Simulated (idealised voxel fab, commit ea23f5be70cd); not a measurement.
The name of this process module is voxel transistor to metal.
It is cross-section cut that appears here, measuring 190 nm in width, its square cells being 5 nm in size.
Cross-section format: a grid of square cells, given as bands from top to bottom; each band is one or more rows of cells.
Per band: top height and bottom height in nm, followed by the left-to-right materials and their widths in nm; "everywhere" marks a single material spanning edge to edge, "air" marks empty space.
The reference from which all heights are counted is 0, the level beneath which the as-received wafer is entirely one material; the lowest band, having no lower bound, proceeds downward and is written after the example "top 0, no bottom".
Quick explanation for "30 to 40": the width changes in equal steps down the rows of cells, from the first number in the band's top row to the second number in its bottom row.
Where a step carries "remained unchanged", the cross-section came out of it unchanged, cell for cell.
Closed-off voids of 8+ cells (no open route to the top) go in "Enclosed voids", written width x height at distance from the left edge, in nm.
Past the settings on a step's line: simulator remark, on that step.
"overlay nm", when on a step's line for a step with a mask, measures how far to the right of its planned place the mask lay; a negative measure means to the left.
The following list gives the planned process steps
1,op RECEIVE | material Si
2,op OXIDIZE | depth nm 5
3,op CONFORMAL_DEP | material SiN | thk nm 15
4,op DIRECTIONAL_DEP | material aC | thk nm 10
5,op PATTERN | tone cover | mask id ACTIVE | material resist | width nm 110 | thk nm 30 | overlay nm 0
6,op DIRECTIONAL_ETCH | etch materials aC | depth nm 10
7,op STRIP | etch materials resist
8,op DIRECTIONAL_ETCH | etch materials SiN | depth nm 15
9,op DIRECTIONAL_ETCH | etch materials SiO2 | depth nm 5
10,op DIRECTIONAL_ETCH | etch materials Si | depth nm 25
11,op STRIP | etch materials aC
12,op OXIDIZE | depth nm 5
13,op FILL_DEP | material SiO2 | thk nm 10
14,op CMP | height nm 15
15,op SELECTIVE_ETCH | etch materials SiO2 | depth nm 10
16,op STRIP | etch materials SiN
17,op SELECTIVE_ETCH | etch materials SiO2 | depth nm 5
18,op OXIDIZE | depth nm 5
19,op DIRECTIONAL_DEP | material polySi | thk nm 20
20,op DIRECTIONAL_DEP | material SiCN | thk nm 15
21,op PATTERN | tone cover | mask id GATE | material resist | width nm 20 | thk nm 15 | overlay nm 0
22,op DIRECTIONAL_ETCH | etch materials SiCN | depth nm 25
23,op DIRECTIONAL_ETCH | etch materials polySi | depth nm 30
24,op STRIP | etch materials resist
25,op CONFORMAL_DEP | material SiN | thk nm 5
26,op DIRECTIONAL_ETCH | etch materials SiN | depth nm 5
27,op DIRECTIONAL_ETCH | etch materials SiO2 | depth nm 5
28,op EPI | material pSi | thk nm 5
29,op FILL_DEP | material SiO2 | thk nm 10
30,op CMP | height nm 30
31,op DIRECTIONAL_DEP | material SiO2 | thk nm 15
32,op DIRECTIONAL_DEP | material aC | thk nm 15
33,op PATTERN | tone open | mask id CONTACT | material resist | width nm 35 | pitch nm 65 | thk nm 35 | overlay nm 0
34,op DIRECTIONAL_ETCH | etch materials aC | depth nm 15
35,op STRIP | etch materials resist
36,op DIRECTIONAL_ETCH | etch materials SiO2 | depth nm 50
37,op STRIP | etch materials aC
38,op CONFORMAL_DEP | material TiN | thk nm 5
39,op FILL_DEP | material Ru | thk nm 10
40,op CMP | height nm 45
41,op CONFORMAL_DEP | material SiCN | thk nm 5
42,op DIRECTIONAL_DEP | material lowk | thk nm 25
43,op DIRECTIONAL_DEP | material aC | thk nm 10
44,op PATTERN | tone open | mask id METAL_1 | material resist | width nm 20 | pitch nm 80 | thk nm 25 | overlay nm 0
45,op DIRECTIONAL_ETCH | etch materials aC | depth nm 10
46,op STRIP | etch materials resist
47,op DIRECTIONAL_ETCH | etch materials lowk | depth nm 25
48,op DIRECTIONAL_ETCH | etch materials SiCN | depth nm 5
49,op STRIP | etch materials aC
50,op CONFORMAL_DEP | material TiN | thk nm 5
51,op FILL_DEP | material Cu | thk nm 5
52,op CMP | height nm 75
53,op CONFORMAL_DEP | material SiCN | thk nm 5
First of two wafers, processed according to plan
Cross-section of the wafer upon arrival, representing the state reached after step 1
    top 0, no bottom = Si everywhere
    Enclosed voids: none
The wafer in cross-section once step 2 is complete
    top 0, bottom -5 = SiO2 everywhere
    Note: structure below -5 unchanged.
The wafer in cross-section once step 3 is complete
    top 15, bottom 0 = SiN everywhere
    Note: structure below 0 unchanged.
The wafer in cross-section once step 4 is complete
    top 25, bottom 15 = aC everywhere
    Note: structure below 15 unchanged.
The wafer in cross-section once step 5 is complete
    top 55, bottom 25 = air: 40; resist: 110; air: 40
    Note: structure below 25 unchanged.
The wafer in cross-section once step 6 is complete
    top 45, bottom 25 = air: 40; resist: 110; air: 40
    top 25, bottom 15 = air: 40; aC: 110; air: 40
    Note: structure below 15 unchanged.
The wafer in cross-section once step 7 is complete
    top 25, bottom 15 = air: 40; aC: 110; air: 40
    Note: structure below 15 unchanged.
The wafer in cross-section once step 8 is complete
    top 25, bottom 15 = air: 40; aC: 110; air: 40
    top 15, bottom 0 = air: 40; SiN: 110; air: 40
    Note: structure below 0 unchanged.
The wafer in cross-section once step 9 is complete
    top 25, bottom 15 = air: 40; aC: 110; air: 40
    top 15, bottom 0 = air: 40; SiN: 110; air: 40
    top 0, bottom -5 = air: 40; SiO2: 110; air: 40
    Note: structure below -5 unchanged.
The wafer in cross-section once step 10 is complete
    top 25, bottom 15 = air: 40; aC: 110; air: 40
    top 15, bottom 0 = air: 40; SiN: 110; air: 40
    top 0, bottom -5 = air: 40; SiO2: 110; air: 40
    top -5, bottom -30 = air: 40; Si: 110; air: 40
    Note: structure below -30 unchanged.
The wafer in cross-section once step 11 is complete
    top 15, bottom 0 = air: 40; SiN: 110; air: 40
    Note: structure below 0 unchanged.
The wafer in cross-section once step 12 is complete
    top 15, bottom 0 = air: 40; SiN: 110; air: 40
    top 0, bottom -5 = air: 40; SiO2: 110; air: 40
    top -5, bottom -30 = air: 40; SiO2: 5; Si: 100; SiO2: 5; air: 40
    top -30, bottom -35 = SiO2: 45; Si: 100; SiO2: 45
    Note: structure below -35 unchanged.
The wafer in cross-section once step 13 is complete
    top 25, bottom 15 = SiO2 everywhere
    top 15, bottom 0 = SiO2: 40; SiN: 110; SiO2: 40
    top 0, bottom -5 = SiO2 everywhere
    top -5, bottom -35 = SiO2: 45; Si: 100; SiO2: 45
    Note: structure below -35 unchanged.
The wafer in cross-section once step 14 is complete
    top 15, bottom 0 = SiO2: 40; SiN: 110; SiO2: 40
    Note: structure below 0 unchanged.
The wafer in cross-section once step 15 is complete
    top 15, bottom 5 = air: 40; SiN: 110; air: 40
    Note: structure below 5 unchanged.
The wafer in cross-section once step 16 is complete
    top 5, bottom 0 = SiO2: 40; air: 110; SiO2: 40
    Note: structure below 0 unchanged.
The wafer in cross-section once step 17 is complete
    top 0, bottom -5 = SiO2: 35; air: 120; SiO2: 35
    Note: structure below -5 unchanged.
The wafer in cross-section once step 18 is complete
    top 0, bottom -5 = SiO2: 35; air: 120; SiO2: 35
    top -5, bottom -10 = SiO2 everywhere
    Note: structure below -10 unchanged.
The wafer in cross-section once step 19 is complete
    top 20, bottom 15 = polySi: 35; air: 120; polySi: 35
    top 15, bottom 0 = polySi everywhere
    top 0, bottom -5 = SiO2: 35; polySi: 120; SiO2: 35
    Note: structure below -5 unchanged.
The wafer in cross-section once step 20 is complete
    top 35, bottom 30 = SiCN: 35; air: 120; SiCN: 35
    top 30, bottom 20 = SiCN everywhere
    top 20, bottom 15 = polySi: 35; SiCN: 120; polySi: 35
    Note: structure below 15 unchanged.
The wafer in cross-section once step 21 is complete
    top 50, bottom 35 = air: 85; resist: 20; air: 85
    top 35, bottom 30 = SiCN: 35; air: 50; resist: 20; air: 50; SiCN: 35
    Note: structure below 30 unchanged.
The wafer in cross-section once step 22 is complete
    top 50, bottom 30 = air: 85; resist: 20; air: 85
    top 30, bottom 20 = air: 85; SiCN: 20; air: 85
    top 20, bottom 15 = polySi: 35; air: 50; SiCN: 20; air: 50; polySi: 35
    Note: structure below 15 unchanged.
The wafer in cross-section once step 23 is complete
    top 50, bottom 30 = air: 85; resist: 20; air: 85
    top 30, bottom 15 = air: 85; SiCN: 20; air: 85
    top 15, bottom 0 = air: 85; polySi: 20; air: 85
    top 0, bottom -5 = SiO2: 35; air: 50; polySi: 20; air: 50; SiO2: 35
    Note: structure below -5 unchanged.
The wafer in cross-section once step 24 is complete
    top 30, bottom 15 = air: 85; SiCN: 20; air: 85
    Note: structure below 15 unchanged.
The wafer in cross-section once step 25 is complete
    top 35, bottom 30 = air: 80; SiN: 30; air: 80
    top 30, bottom 15 = air: 80; SiN: 5; SiCN: 20; SiN: 5; air: 80
    top 15, bottom 5 = air: 80; SiN: 5; polySi: 20; SiN: 5; air: 80
    top 5, bottom 0 = SiN: 40; air: 40; SiN: 5; polySi: 20; SiN: 5; air: 40; SiN: 40
    top 0, bottom -5 = SiO2: 35; SiN: 50; polySi: 20; SiN: 50; SiO2: 35
    Note: structure below -5 unchanged.
The wafer in cross-section once step 26 is complete
    top 30, bottom 15 = air: 80; SiN: 5; SiCN: 20; SiN: 5; air: 80
    top 15, bottom 0 = air: 80; SiN: 5; polySi: 20; SiN: 5; air: 80
    top 0, bottom -5 = SiO2: 35; SiN: 5; air: 40; SiN: 5; polySi: 20; SiN: 5; air: 40; SiN: 5; SiO2: 35
    Note: structure below -5 unchanged.
The wafer in cross-section once step 27 is complete
    top 30, bottom 15 = air: 80; SiN: 5; SiCN: 20; SiN: 5; air: 80
    top 15, bottom 0 = air: 80; SiN: 5; polySi: 20; SiN: 5; air: 80
    top 0, bottom -5 = air: 35; SiN: 5; air: 40; SiN: 5; polySi: 20; SiN: 5; air: 40; SiN: 5; air: 35
    top -5, bottom -10 = SiO2: 40; air: 40; SiO2: 30; air: 40; SiO2: 40
    Note: structure below -10 unchanged.
The wafer in cross-section once step 28 is complete
    top 30, bottom 15 = air: 80; SiN: 5; SiCN: 20; SiN: 5; air: 80
    top 15, bottom 0 = air: 80; SiN: 5; polySi: 20; SiN: 5; air: 80
    top 0, bottom -5 = air: 35; SiN: 5; air: 40; SiN: 5; polySi: 20; SiN: 5; air: 40; SiN: 5; air: 35
    top -5, bottom -10 = SiO2: 40; pSi: 40; SiO2: 30; pSi: 40; SiO2: 40
    Note: structure below -10 unchanged.
The wafer in cross-section once step 29 is complete
    top 40, bottom 30 = SiO2 everywhere
    top 30, bottom 15 = SiO2: 80; SiN: 5; SiCN: 20; SiN: 5; SiO2: 80
    top 15, bottom 0 = SiO2: 80; SiN: 5; polySi: 20; SiN: 5; SiO2: 80
    top 0, bottom -5 = SiO2: 35; SiN: 5; SiO2: 40; SiN: 5; polySi: 20; SiN: 5; SiO2: 40; SiN: 5; SiO2: 35
    Note: structure below -5 unchanged.
The wafer in cross-section once step 30 is complete
    top 30, bottom 15 = SiO2: 80; SiN: 5; SiCN: 20; SiN: 5; SiO2: 80
    Note: structure below 15 unchanged.
The wafer in cross-section once step 31 is complete
    top 45, bottom 30 = SiO2 everywhere
    Note: structure below 30 unchanged.
The wafer in cross-section once step 32 is complete
    top 60, bottom 45 = aC everywhere
    Note: structure below 45 unchanged.
The wafer in cross-section once step 33 is complete
    top 95, bottom 60 = resist: 45; air: 35; resist: 30; air: 35; resist: 45
    Note: structure below 60 unchanged.
The wafer in cross-section once step 34 is complete
    top 80, bottom 60 = resist: 45; air: 35; resist: 30; air: 35; resist: 45
    top 60, bottom 45 = aC: 45; air: 35; aC: 30; air: 35; aC: 45
    Note: structure below 45 unchanged.
The wafer in cross-section once step 35 is complete
    top 60, bottom 45 = aC: 45; air: 35; aC: 30; air: 35; aC: 45
    Note: structure below 45 unchanged.
The wafer in cross-section once step 36 is complete
    top 60, bottom 45 = aC: 45; air: 35; aC: 30; air: 35; aC: 45
    top 45, bottom 30 = SiO2: 45; air: 35; SiO2: 30; air: 35; SiO2: 45
    top 30, bottom 15 = SiO2: 45; air: 35; SiN: 5; SiCN: 20; SiN: 5; air: 35; SiO2: 45
    top 15, bottom 0 = SiO2: 45; air: 35; SiN: 5; polySi: 20; SiN: 5; air: 35; SiO2: 45
    top 0, bottom -5 = SiO2: 35; SiN: 5; SiO2: 5; air: 35; SiN: 5; polySi: 20; SiN: 5; air: 35; SiO2: 5; SiN: 5; SiO2: 35
    Note: structure below -5 unchanged.
The wafer in cross-section once step 37 is complete
    top 45, bottom 30 = SiO2: 45; air: 35; SiO2: 30; air: 35; SiO2: 45
    Note: structure below 30 unchanged.
The wafer in cross-section once step 38 is complete
    top 50, bottom 45 = TiN: 50; air: 25; TiN: 40; air: 25; TiN: 50
    top 45, bottom 30 = SiO2: 45; TiN: 5; air: 25; TiN: 5; SiO2: 30; TiN: 5; air: 25; TiN: 5; SiO2: 45
    top 30, bottom 15 = SiO2: 45; TiN: 5; air: 25; TiN: 5; SiN: 5; SiCN: 20; SiN: 5; TiN: 5; air: 25; TiN: 5; SiO2: 45
    top 15, bottom 0 = SiO2: 45; TiN: 5; air: 25; TiN: 5; SiN: 5; polySi: 20; SiN: 5; TiN: 5; air: 25; TiN: 5; SiO2: 45
    top 0, bottom -5 = SiO2: 35; SiN: 5; SiO2: 5; TiN: 35; SiN: 5; polySi: 20; SiN: 5; TiN: 35; SiO2: 5; SiN: 5; SiO2: 35
    Note: structure below -5 unchanged.
The wafer in cross-section once step 39 is complete
    top 60, bottom 50 = Ru everywhere
    top 50, bottom 45 = TiN: 50; Ru: 25; TiN: 40; Ru: 25; TiN: 50
    top 45, bottom 30 = SiO2: 45; TiN: 5; Ru: 25; TiN: 5; SiO2: 30; TiN: 5; Ru: 25; TiN: 5; SiO2: 45
    top 30, bottom 15 = SiO2: 45; TiN: 5; Ru: 25; TiN: 5; SiN: 5; SiCN: 20; SiN: 5; TiN: 5; Ru: 25; TiN: 5; SiO2: 45
    top 15, bottom 0 = SiO2: 45; TiN: 5; Ru: 25; TiN: 5; SiN: 5; polySi: 20; SiN: 5; TiN: 5; Ru: 25; TiN: 5; SiO2: 45
    Note: structure below 0 unchanged.
The wafer in cross-section once step 40 is complete
    top 45, bottom 30 = SiO2: 45; TiN: 5; Ru: 25; TiN: 5; SiO2: 30; TiN: 5; Ru: 25; TiN: 5; SiO2: 45
    Note: structure below 30 unchanged.
The wafer in cross-section once step 41 is complete
    top 50, bottom 45 = SiCN everywhere
    Note: structure below 45 unchanged.
The wafer in cross-section once step 42 is complete
    top 75, bottom 50 = lowk everywhere
    Note: structure below 50 unchanged.
The wafer in cross-section once step 43 is complete
    top 85, bottom 75 = aC everywhere
    Note: structure below 75 unchanged.
The wafer in cross-section once step 44 is complete
    top 110, bottom 85 = resist: 45; air: 20; resist: 60; air: 20; resist: 45
    Note: structure below 85 unchanged.
The wafer in cross-section once step 45 is complete
    top 100, bottom 85 = resist: 45; air: 20; resist: 60; air: 20; resist: 45
    top 85, bottom 75 = aC: 45; air: 20; aC: 60; air: 20; aC: 45
    Note: structure below 75 unchanged.
The wafer in cross-section once step 46 is complete
    top 85, bottom 75 = aC: 45; air: 20; aC: 60; air: 20; aC: 45
    Note: structure below 75 unchanged.
The wafer in cross-section once step 47 is complete
    top 85, bottom 75 = aC: 45; air: 20; aC: 60; air: 20; aC: 45
    top 75, bottom 50 = lowk: 45; air: 20; lowk: 60; air: 20; lowk: 45
    Note: structure below 50 unchanged.
The wafer in cross-section once step 48 is complete
    top 85, bottom 75 = aC: 45; air: 20; aC: 60; air: 20; aC: 45
    top 75, bottom 50 = lowk: 45; air: 20; lowk: 60; air: 20; lowk: 45
    top 50, bottom 45 = SiCN: 45; air: 20; SiCN: 60; air: 20; SiCN: 45
    Note: structure below 45 unchanged.
The wafer in cross-section once step 49 is complete
    top 75, bottom 50 = lowk: 45; air: 20; lowk: 60; air: 20; lowk: 45
    Note: structure below 50 unchanged.
The wafer in cross-section once step 50 is complete
    top 80, bottom 75 = TiN: 50; air: 10; TiN: 70; air: 10; TiN: 50
    top 75, bottom 50 = lowk: 45; TiN: 5; air: 10; TiN: 5; lowk: 60; TiN: 5; air: 10; TiN: 5; lowk: 45
    top 50, bottom 45 = SiCN: 45; TiN: 20; SiCN: 60; TiN: 20; SiCN: 45
    Note: structure below 45 unchanged.
The wafer in cross-section once step 51 is complete
    top 85, bottom 80 = Cu everywhere
    top 80, bottom 75 = TiN: 50; Cu: 10; TiN: 70; Cu: 10; TiN: 50
    top 75, bottom 50 = lowk: 45; TiN: 5; Cu: 10; TiN: 5; lowk: 60; TiN: 5; Cu: 10; TiN: 5; lowk: 45
    Note: structure below 50 unchanged.
The wafer in cross-section once step 52 is complete
    top 75, bottom 50 = lowk: 45; TiN: 5; Cu: 10; TiN: 5; lowk: 60; TiN: 5; Cu: 10; TiN: 5; lowk: 45
    Note: structure below 50 unchanged.
The wafer in cross-section once step 53 is complete
    top 80, bottom 75 = SiCN everywhere
    Note: structure below 75 unchanged.
Wafer two of the pair: same origin, same plan, one error during the run; identical to wafer one up to and including step 9
Second wafer: cross-section at the scheduled end of step 10
    top 25, bottom 15 = air: 40; aC: 110; air: 40
    top 15, bottom 0 = air: 40; SiN: 110; air: 40
    top 0, bottom -5 = air: 40; SiO2: 110; air: 40
    top -5, bottom -35 = air: 40; Si: 110; air: 40
    Note: structure below -35 unchanged.
Second wafer: cross-section at the scheduled end of step 11
    top 15, bottom 0 = air: 40; SiN: 110; air: 40
    Note: structure below 0 unchanged.
Second wafer: cross-section at the scheduled end of step 12
    top 15, bottom 0 = air: 40; SiN: 110; air: 40
    top 0, bottom -5 = air: 40; SiO2: 110; air: 40
    top -5, bottom -35 = air: 40; SiO2: 5; Si: 100; SiO2: 5; air: 40
    top -35, bottom -40 = SiO2: 45; Si: 100; SiO2: 45
    Note: structure below -40 unchanged.
Second wafer: cross-section at the scheduled end of step 13
    top 25, bottom 15 = SiO2 everywhere
    top 15, bottom 0 = SiO2: 40; SiN: 110; SiO2: 40
    top 0, bottom -5 = SiO2 everywhere
    top -5, bottom -40 = SiO2: 45; Si: 100; SiO2: 45
    Note: structure below -40 unchanged.
Second wafer: cross-section at the scheduled end of step 14
    top 15, bottom 0 = SiO2: 40; SiN: 110; SiO2: 40
    Note: structure below 0 unchanged.
Second wafer: cross-section at the scheduled end of step 15
    top 15, bottom 5 = air: 40; SiN: 110; air: 40
    Note: structure below 5 unchanged.
Second wafer: cross-section at the scheduled end of step 16
    top 5, bottom 0 = SiO2: 40; air: 110; SiO2: 40
    Note: structure below 0 unchanged.
Second wafer: cross-section at the scheduled end of step 17
    top 0, bottom -5 = SiO2: 35; air: 120; SiO2: 35
    Note: structure below -5 unchanged.
Second wafer: cross-section at the scheduled end of step 18
    top 0, bottom -5 = SiO2: 35; air: 120; SiO2: 35
    top -5, bottom -10 = SiO2 everywhere
    Note: structure below -10 unchanged.
Second wafer: cross-section at the scheduled end of step 19
    top 20, bottom 15 = polySi: 35; air: 120; polySi: 35
    top 15, bottom 0 = polySi everywhere
    top 0, bottom -5 = SiO2: 35; polySi: 120; SiO2: 35
    Note: structure below -5 unchanged.
Second wafer: cross-section at the scheduled end of step 20
    top 35, bottom 30 = SiCN: 35; air: 120; SiCN: 35
    top 30, bottom 20 = SiCN everywhere
    top 20, bottom 15 = polySi: 35; SiCN: 120; polySi: 35
    Note: structure below 15 unchanged.
Second wafer: cross-section at the scheduled end of step 21
    top 50, bottom 35 = air: 85; resist: 20; air: 85
    top 35, bottom 30 = SiCN: 35; air: 50; resist: 20; air: 50; SiCN: 35
    Note: structure below 30 unchanged.
Second wafer: cross-section at the scheduled end of step 22
    top 50, bottom 30 = air: 85; resist: 20; air: 85
    top 30, bottom 20 = air: 85; SiCN: 20; air: 85
    top 20, bottom 15 = polySi: 35; air: 50; SiCN: 20; air: 50; polySi: 35
    Note: structure below 15 unchanged.
Second wafer: cross-section at the scheduled end of step 23
    top 50, bottom 30 = air: 85; resist: 20; air: 85
    top 30, bottom 15 = air: 85; SiCN: 20; air: 85
    top 15, bottom 0 = air: 85; polySi: 20; air: 85
    top 0, bottom -5 = SiO2: 35; air: 50; polySi: 20; air: 50; SiO2: 35
    Note: structure below -5 unchanged.
Second wafer: cross-section at the scheduled end of step 24
    top 30, bottom 15 = air: 85; SiCN: 20; air: 85
    Note: structure below 15 unchanged.
Second wafer: cross-section at the scheduled end of step 25
    top 35, bottom 30 = air: 80; SiN: 30; air: 80
    top 30, bottom 15 = air: 80; SiN: 5; SiCN: 20; SiN: 5; air: 80
    top 15, bottom 5 = air: 80; SiN: 5; polySi: 20; SiN: 5; air: 80
    top 5, bottom 0 = SiN: 40; air: 40; SiN: 5; polySi: 20; SiN: 5; air: 40; SiN: 40
    top 0, bottom -5 = SiO2: 35; SiN: 50; polySi: 20; SiN: 50; SiO2: 35
    Note: structure below -5 unchanged.
Second wafer: cross-section at the scheduled end of step 26
    top 30, bottom 15 = air: 80; SiN: 5; SiCN: 20; SiN: 5; air: 80
    top 15, bottom 0 = air: 80; SiN: 5; polySi: 20; SiN: 5; air: 80
    top 0, bottom -5 = SiO2: 35; SiN: 5; air: 40; SiN: 5; polySi: 20; SiN: 5; air: 40; SiN: 5; SiO2: 35
    Note: structure below -5 unchanged.
Second wafer: cross-section at the scheduled end of step 27
    top 30, bottom 15 = air: 80; SiN: 5; SiCN: 20; SiN: 5; air: 80
    top 15, bottom 0 = air: 80; SiN: 5; polySi: 20; SiN: 5; air: 80
    top 0, bottom -5 = air: 35; SiN: 5; air: 40; SiN: 5; polySi: 20; SiN: 5; air: 40; SiN: 5; air: 35
    top -5, bottom -10 = SiO2: 40; air: 40; SiO2: 30; air: 40; SiO2: 40
    Note: structure below -10 unchanged.
Second wafer: cross-section at the scheduled end of step 28
    top 30, bottom 15 = air: 80; SiN: 5; SiCN: 20; SiN: 5; air: 80
    top 15, bottom 0 = air: 80; SiN: 5; polySi: 20; SiN: 5; air: 80
    top 0, bottom -5 = air: 35; SiN: 5; air: 40; SiN: 5; polySi: 20; SiN: 5; air: 40; SiN: 5; air: 35
    top -5, bottom -10 = SiO2: 40; pSi: 40; SiO2: 30; pSi: 40; SiO2: 40
    Note: structure below -10 unchanged.
Second wafer: cross-section at the scheduled end of step 29
    top 40, bottom 30 = SiO2 everywhere
    top 30, bottom 15 = SiO2: 80; SiN: 5; SiCN: 20; SiN: 5; SiO2: 80
    top 15, bottom 0 = SiO2: 80; SiN: 5; polySi: 20; SiN: 5; SiO2: 80
    top 0, bottom -5 = SiO2: 35; SiN: 5; SiO2: 40; SiN: 5; polySi: 20; SiN: 5; SiO2: 40; SiN: 5; SiO2: 35
    Note: structure below -5 unchanged.
Second wafer: cross-section at the scheduled end of step 30
    top 30, bottom 15 = SiO2: 80; SiN: 5; SiCN: 20; SiN: 5; SiO2: 80
    Note: structure below 15 unchanged.
Second wafer: cross-section at the scheduled end of step 31
    top 45, bottom 30 = SiO2 everywhere
    Note: structure below 30 unchanged.
Second wafer: cross-section at the scheduled end of step 32
    top 60, bottom 45 = aC everywhere
    Note: structure below 45 unchanged.
Second wafer: cross-section at the scheduled end of step 33
    top 95, bottom 60 = resist: 45; air: 35; resist: 30; air: 35; resist: 45
    Note: structure below 60 unchanged.
Second wafer: cross-section at the scheduled end of step 34
    top 80, bottom 60 = resist: 45; air: 35; resist: 30; air: 35; resist: 45
    top 60, bottom 45 = aC: 45; air: 35; aC: 30; air: 35; aC: 45
    Note: structure below 45 unchanged.
Second wafer: cross-section at the scheduled end of step 35
    top 60, bottom 45 = aC: 45; air: 35; aC: 30; air: 35; aC: 45
    Note: structure below 45 unchanged.
Second wafer: cross-section at the scheduled end of step 36
    top 60, bottom 45 = aC: 45; air: 35; aC: 30; air: 35; aC: 45
    top 45, bottom 30 = SiO2: 45; air: 35; SiO2: 30; air: 35; SiO2: 45
    top 30, bottom 15 = SiO2: 45; air: 35; SiN: 5; SiCN: 20; SiN: 5; air: 35; SiO2: 45
    top 15, bottom 0 = SiO2: 45; air: 35; SiN: 5; polySi: 20; SiN: 5; air: 35; SiO2: 45
    top 0, bottom -5 = SiO2: 35; SiN: 5; SiO2: 5; air: 35; SiN: 5; polySi: 20; SiN: 5; air: 35; SiO2: 5; SiN: 5; SiO2: 35
    Note: structure below -5 unchanged.
Second wafer: cross-section at the scheduled end of step 37
    top 45, bottom 30 = SiO2: 45; air: 35; SiO2: 30; air: 35; SiO2: 45
    Note: structure below 30 unchanged.
Second wafer: cross-section at the scheduled end of step 38
    top 50, bottom 45 = TiN: 50; air: 25; TiN: 40; air: 25; TiN: 50
    top 45, bottom 30 = SiO2: 45; TiN: 5; air: 25; TiN: 5; SiO2: 30; TiN: 5; air: 25; TiN: 5; SiO2: 45
    top 30, bottom 15 = SiO2: 45; TiN: 5; air: 25; TiN: 5; SiN: 5; SiCN: 20; SiN: 5; TiN: 5; air: 25; TiN: 5; SiO2: 45
    top 15, bottom 0 = SiO2: 45; TiN: 5; air: 25; TiN: 5; SiN: 5; polySi: 20; SiN: 5; TiN: 5; air: 25; TiN: 5; SiO2: 45
    top 0, bottom -5 = SiO2: 35; SiN: 5; SiO2: 5; TiN: 35; SiN: 5; polySi: 20; SiN: 5; TiN: 35; SiO2: 5; SiN: 5; SiO2: 35
    Note: structure below -5 unchanged.
Second wafer: cross-section at the scheduled end of step 39
    top 60, bottom 50 = Ru everywhere
    top 50, bottom 45 = TiN: 50; Ru: 25; TiN: 40; Ru: 25; TiN: 50
    top 45, bottom 30 = SiO2: 45; TiN: 5; Ru: 25; TiN: 5; SiO2: 30; TiN: 5; Ru: 25; TiN: 5; SiO2: 45
    top 30, bottom 15 = SiO2: 45; TiN: 5; Ru: 25; TiN: 5; SiN: 5; SiCN: 20; SiN: 5; TiN: 5; Ru: 25; TiN: 5; SiO2: 45
    top 15, bottom 0 = SiO2: 45; TiN: 5; Ru: 25; TiN: 5; SiN: 5; polySi: 20; SiN: 5; TiN: 5; Ru: 25; TiN: 5; SiO2: 45
    Note: structure below 0 unchanged.
Second wafer: cross-section at the scheduled end of step 40
    top 45, bottom 30 = SiO2: 45; TiN: 5; Ru: 25; TiN: 5; SiO2: 30; TiN: 5; Ru: 25; TiN: 5; SiO2: 45
    Note: structure below 30 unchanged.
Second wafer: cross-section at the scheduled end of step 41
    top 50, bottom 45 = SiCN everywhere
    Note: structure below 45 unchanged.
Second wafer: cross-section at the scheduled end of step 42
    top 75, bottom 50 = lowk everywhere
    Note: structure below 50 unchanged.
Second wafer: cross-section at the scheduled end of step 43
    top 85, bottom 75 = aC everywhere
    Note: structure below 75 unchanged.
Second wafer: cross-section at the scheduled end of step 44
    top 110, bottom 85 = resist: 45; air: 20; resist: 60; air: 20; resist: 45
    Note: structure below 85 unchanged.
Second wafer: cross-section at the scheduled end of step 45
    top 100, bottom 85 = resist: 45; air: 20; resist: 60; air: 20; resist: 45
    top 85, bottom 75 = aC: 45; air: 20; aC: 60; air: 20; aC: 45
    Note: structure below 75 unchanged.
Second wafer: cross-section at the scheduled end of step 46
    top 85, bottom 75 = aC: 45; air: 20; aC: 60; air: 20; aC: 45
    Note: structure below 75 unchanged.
Second wafer: cross-section at the scheduled end of step 47
    top 85, bottom 75 = aC: 45; air: 20; aC: 60; air: 20; aC: 45
    top 75, bottom 50 = lowk: 45; air: 20; lowk: 60; air: 20; lowk: 45
    Note: structure below 50 unchanged.
Second wafer: cross-section at the scheduled end of step 48
    top 85, bottom 75 = aC: 45; air: 20; aC: 60; air: 20; aC: 45
    top 75, bottom 50 = lowk: 45; air: 20; lowk: 60; air: 20; lowk: 45
    top 50, bottom 45 = SiCN: 45; air: 20; SiCN: 60; air: 20; SiCN: 45
    Note: structure below 45 unchanged.
Second wafer: cross-section at the scheduled end of step 49
    top 75, bottom 50 = lowk: 45; air: 20; lowk: 60; air: 20; lowk: 45
    Note: structure below 50 unchanged.
Second wafer: cross-section at the scheduled end of step 50
    top 80, bottom 75 = TiN: 50; air: 10; TiN: 70; air: 10; TiN: 50
    top 75, bottom 50 = lowk: 45; TiN: 5; air: 10; TiN: 5; lowk: 60; TiN: 5; air: 10; TiN: 5; lowk: 45
    top 50, bottom 45 = SiCN: 45; TiN: 20; SiCN: 60; TiN: 20; SiCN: 45
    Note: structure below 45 unchanged.
Second wafer: cross-section at the scheduled end of step 51
    top 85, bottom 80 = Cu everywhere
    top 80, bottom 75 = TiN: 50; Cu: 10; TiN: 70; Cu: 10; TiN: 50
    top 75, bottom 50 = lowk: 45; TiN: 5; Cu: 10; TiN: 5; lowk: 60; TiN: 5; Cu: 10; TiN: 5; lowk: 45
    Note: structure below 50 unchanged.
Second wafer: cross-section at the scheduled end of step 52
    top 75, bottom 50 = lowk: 45; TiN: 5; Cu: 10; TiN: 5; lowk: 60; TiN: 5; Cu: 10; TiN: 5; lowk: 45
    Note: structure below 50 unchanged.
Second wafer: cross-section at the scheduled end of step 53
    top 80, bottom 75 = SiCN everywhere
    Note: structure below 75 unchanged.
Heads up, the wafer didn't run the way we planned it: step 10 ran differently from the plan; actual operation with settings: op DIRECTIONAL_ETCH | etch materials Si | depth nm 30
Final cells, second wafer relative to first, materials higher or lower: -18 Si | +18 SiO2
